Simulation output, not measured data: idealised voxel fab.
Process module heading - voxel double patterning
Cross-section cut spans 190 nm and uses square cells 5 nm in size.
Cross-sections here: square-cell grids, written as top-down lists of bands, a band being one or more rows of cells.
The band entry comprises the height of the band's top followed by the height of its bottom, expressed in nm, and subsequently the band's materials from left to right, each stated together with its width in nm. Where a single material is marked with the word "everywhere", that material fills the band from edge to edge. The word "blank" represents empty space.
Heads up on the height convention: 0 is the point under which the incoming wafer is all one material, and the lowest band has no bottom, it just keeps going down, like "0 -> down".
Width spec "30..40" -> top row of cells at first value, bottom row at second value, equal per-row change in between.
What does "remains unaltered" mean for a step? It means no cell of the cross-section changed in that step.
The entry titled "Sealed-off cavities" provides the empty spaces that have no open way to the top, restricted to those of 8 cells or more. Each is presented as width x height at distance, the distance being measured from the left edge, with all three in nm.
On a step's line, text after the settings is the simulator commenting on that step.
"overlay nm", when on a step's line for a step with a mask, measures how far to the right of its planned place the mask lay; a negative measure means to the left.

# Steps in the process plan
1. RECEIVE,material Si
2. CONFORMAL_DEP,material SiO2,thk nm 5
3. DIRECTIONAL_DEP,material TiN,thk nm 10
4. DIRECTIONAL_DEP,material SiN,thk nm 10
5. DIRECTIONAL_DEP,material aC,thk nm 15
6. PATTERN,tone open,mask id FIRST,material resist,width nm 15,pitch nm 50,thk nm 30,overlay nm 0
7. DIRECTIONAL_ETCH,etch materials aC,depth nm 15
8. STRIP,etch materials resist
9. DIRECTIONAL_ETCH,etch materials SiN,depth nm 10
10. STRIP,etch materials aC
11. DIRECTIONAL_DEP,material aC,thk nm 15
12. PATTERN,tone open,mask id SECOND,material resist,width nm 15,thk nm 30,overlay nm 0
13. DIRECTIONAL_ETCH,etch materials aC,depth nm 15
14. STRIP,etch materials resist
15. DIRECTIONAL_ETCH,etch materials SiN,depth nm 10
16. STRIP,etch materials aC
17. DIRECTIONAL_ETCH,etch materials TiN,depth nm 10
18. STRIP,etch materials SiN
Quick note for whoever runs this: the wafers start identical, but the width nm at step 12 isn't the same across them. The plan just shows what the first wafer had.

# The first of several wafers as received, shown in cross-section; this is its state after step 1
0 -> down = Si everywhere
Sealed-off cavities: none

# End of module: cross-section of the first of several wafers after step 18, the last step
15 -> 5 = TiN 60 | blank 15 | TiN 10 | blank 15 | TiN 10 | blank 15 | TiN 65
5 -> 0 = SiO2 everywhere
0 -> down = Si everywhere
Sealed-off cavities: none

# Last wafer of the set, cross-sectioned at end of module
15 -> 5 = TiN 60 | blank 15 | TiN 5 | blank 45 | TiN 65
5 -> 0 = SiO2 everywhere
0 -> down = Si everywhere
Sealed-off cavities: none

# Quick key for the table: a row per wafer, taken at the end of the module. For each material it tells you how many cells the wafer gained (+) or lost (-) since it came in, and the closed voids come after
width nm 15 | +38 SiO2 | +58 TiN | Sealed-off cavities: none
width nm 20 | +38 SiO2 | +56 TiN | Sealed-off cavities: none
width nm 25 | +38 SiO2 | +54 TiN | Sealed-off cavities: none
width nm 30 | +38 SiO2 | +52 TiN | Sealed-off cavities: none
